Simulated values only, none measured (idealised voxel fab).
Process module, titled voxel self aligned contacts
Pictured: cross-section cut, 210 nm wide, on a grid of 5 nm square cells.
Cross-section = grid of square cells, listed top down in bands; band = one or more rows. Quick guide to a band line: top height, bottom height (nm) up front; then every material left to right with its width in nm. Only one material and it's marked "everywhere"? Then it fills the band edge to edge. And "empty" just means empty space. Height datum 0, below which the as-received substrate wafer is one material. Lowest band open at the bottom, running downward: "0..down". Width spec "30->40" -> top row of cells at first value, bottom row at second value, equal per-row change in between. Given "nothing changed" for a step, no cell of the cross-section differs between before and after that step. Reported under the label "Closed internal cavities" are the empty spaces having no open way to the top and comprising 8 cells or more; the notation for each is width x height at distance, in which the distance is measured from the left edge and all three values are in nm. Whatever follows a step's settings on its line is a remark the simulator itself makes about that step. overlay nm: how far to the right of its planned place the mask lay on this masked step (negative: to the left).
These are the steps we planned for the process
1: RECEIVE, material Si
2: CONFORMAL_DEP, material SiO2, thk nm 5
3: DIRECTIONAL_DEP, material polySi, thk nm 30
4: DIRECTIONAL_DEP, material SiN, thk nm 20
5: PATTERN, tone cover, mask id GATE, material resist, width nm 30, pitch nm 55, thk nm 15, overlay nm 0
6: DIRECTIONAL_ETCH, etch materials SiN, depth nm 20
7: DIRECTIONAL_ETCH, etch materials polySi, depth nm 30
8: STRIP, etch materials resist
9: CONFORMAL_DEP, material SiN, thk nm 5
10: DIRECTIONAL_ETCH, etch materials SiN, depth nm 5
11: FILL_DEP, material SiO2, thk nm 15
12: CMP, height nm 60
13: MASKED_ETCH, tone open, mask id CONTACT, width nm 35, pitch nm 55, etch materials SiO2, depth nm 60, overlay nm 0
14: CONFORMAL_DEP, material TiN, thk nm 5
15: FILL_DEP, material W, thk nm 5
16: CMP, height nm 60
17: CONFORMAL_DEP, material SiCN, thk nm 5
Cross-section: wafer on arrival = after step 1
> 0..down  Si everywhere
> Closed internal cavities: none
Look at the cross-section after the module: the wafer started out the way shown above and the plan was the one shown above, yet one mistake was made along the way
> 65..60  SiCN everywhere
> 60..40  30 SiO2, then 5 SiN, then 30 polySi, then 5 SiN, then 5 TiN, then 5 W, then 5 TiN, then 5 SiN, then 30 polySi, then 5 SiN, then 5 TiN, then 5 W, then 5 TiN, then 5 SiN, then 30 polySi, then 5 SiN, then 30 SiO2
> 40..35  30 SiO2, then 5 SiN, then 30 polySi, then 5 SiN, then 15 TiN, then 5 SiN, then 30 polySi, then 5 SiN, then 15 TiN, then 5 SiN, then 30 polySi, then 5 SiN, then 30 SiO2
> 35..5  polySi everywhere
> 5..0  SiO2 everywhere
> 0..down  Si everywhere
> Closed internal cavities: none
What was the processing mistake? yeah, plan step 3 got run twice
